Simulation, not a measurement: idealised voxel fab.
Documented hereafter: the process module known as voxel wiring stack.
Square cell edge 5 nm, section width 210 nm, ID cut.
Notation: cross-section as square-cell grid; stated in bands, top first, going down; one or more cell rows per band. Top, bottom (nm), then materials left to right with widths (nm); lone material tagged "all across" fills the whole band edge to edge; "air" = empty space. Height is counted from the level 0, under which the received wafer is composed throughout of one material. The lowest of the bands is not closed at the bottom but continues downward, in the notation "from 0 down". With a width like "30->40", each row of cells in the band differs from the next by the same amount, the top row carrying the first number and the bottom row the second. "no alterations made" (step): cross-section cells unchanged, all of them. Empty spaces without an open route to the top, at least 8 cells in extent, make up the entry "Sealed void list"; each is given as width x height at distance, where the distance is measured from the left edge, and all are in nm. The remark found on a step's line after its settings is issued by the simulator itself and pertains to that step. overlay nm: for a step with a mask, the amount by which the mask lay right of where it was planned; a negative amount means left of it.

**Process steps - plan**
| 1 | RECEIVE | material Si |
| 2 | CONFORMAL_DEP | material SiO2 | thk nm 15 |
| 3 | DIRECTIONAL_DEP | material TiN | thk nm 5 |
| 4 | DIRECTIONAL_DEP | material Ru | thk nm 20 |
| 5 | MASKED_ETCH | tone cover | mask id METAL_1 | width nm 30 | pitch nm 60 | etch materials Ru | depth nm 20 | overlay nm 0 |
| 6 | MASKED_ETCH | tone cover | mask id METAL_1 | width nm 30 | pitch nm 60 | etch materials TiN | depth nm 5 | overlay nm 0 |
| 7 | CONFORMAL_DEP | material SiCN | thk nm 5 |
| 8 | FILL_DEP | material SiO2 | thk nm 5 |
| 9 | CMP | height nm 40 |
| 10 | CONFORMAL_DEP | material SiCN | thk nm 5 |
| 11 | DIRECTIONAL_DEP | material SiO2 | thk nm 10 |
| 12 | MASKED_ETCH | tone open | mask id PLUG_1 | width nm 15 | etch materials SiO2 | depth nm 10 | overlay nm 0 |
| 13 | MASKED_ETCH | tone open | mask id PLUG_1 | width nm 15 | etch materials SiCN | depth nm 5 | overlay nm 0 |
| 14 | EPI | material Ru | thk nm 10 |
| 15 | EPI | material Ru | thk nm 5 |
| 16 | CONFORMAL_DEP | material SiN | thk nm 5 |
| 17 | DIRECTIONAL_DEP | material lowk | thk nm 20 |
| 18 | MASKED_ETCH | tone open | mask id METAL_2 | width nm 30 | pitch nm 60 | etch materials lowk | depth nm 20 | overlay nm 0 |
| 19 | MASKED_ETCH | tone open | mask id METAL_2 | width nm 30 | pitch nm 60 | etch materials SiN | depth nm 5 | overlay nm 0 |
| 20 | CONFORMAL_DEP | material TiN | thk nm 5 |
| 21 | FILL_DEP | material Cu | thk nm 10 |
| 22 | CMP | height nm 80 |
| 23 | EPI | material Ru | thk nm 5 |
| 24 | FILL_DEP | material SiCN | thk nm 5 |

**Cross-section of the wafer upon arrival, representing the state reached after step 1**
from 0 down  Si all across
Sealed void list: none

**End state of the module in cross-section, given the above starting point and plan and one mistake in execution**
from 90 to 85  SiCN all across
from 85 to 80  55 SiCN / 40 Ru / 20 SiCN / 40 Ru / 55 SiCN
from 80 to 60  60 lowk / 5 TiN / 20 Cu / 5 TiN / 30 lowk / 5 TiN / 20 Cu / 5 TiN / 60 lowk
from 60 to 55  60 SiN / 30 TiN / 30 SiN / 30 TiN / 60 SiN
from 55 to 45  60 SiO2 / 15 Ru / 135 SiO2
from 45 to 40  60 SiCN / 15 Ru / 135 SiCN
from 40 to 35  60 SiCN / 30 TiN / 30 SiCN / 30 TiN / 60 SiCN
from 35 to 15  Ru all across
from 15 to 0  SiO2 all across
from 0 down  Si all across
Sealed void list: none
Want to know what went wrong? transposition of steps 3 and 4 relative to the planned sequence
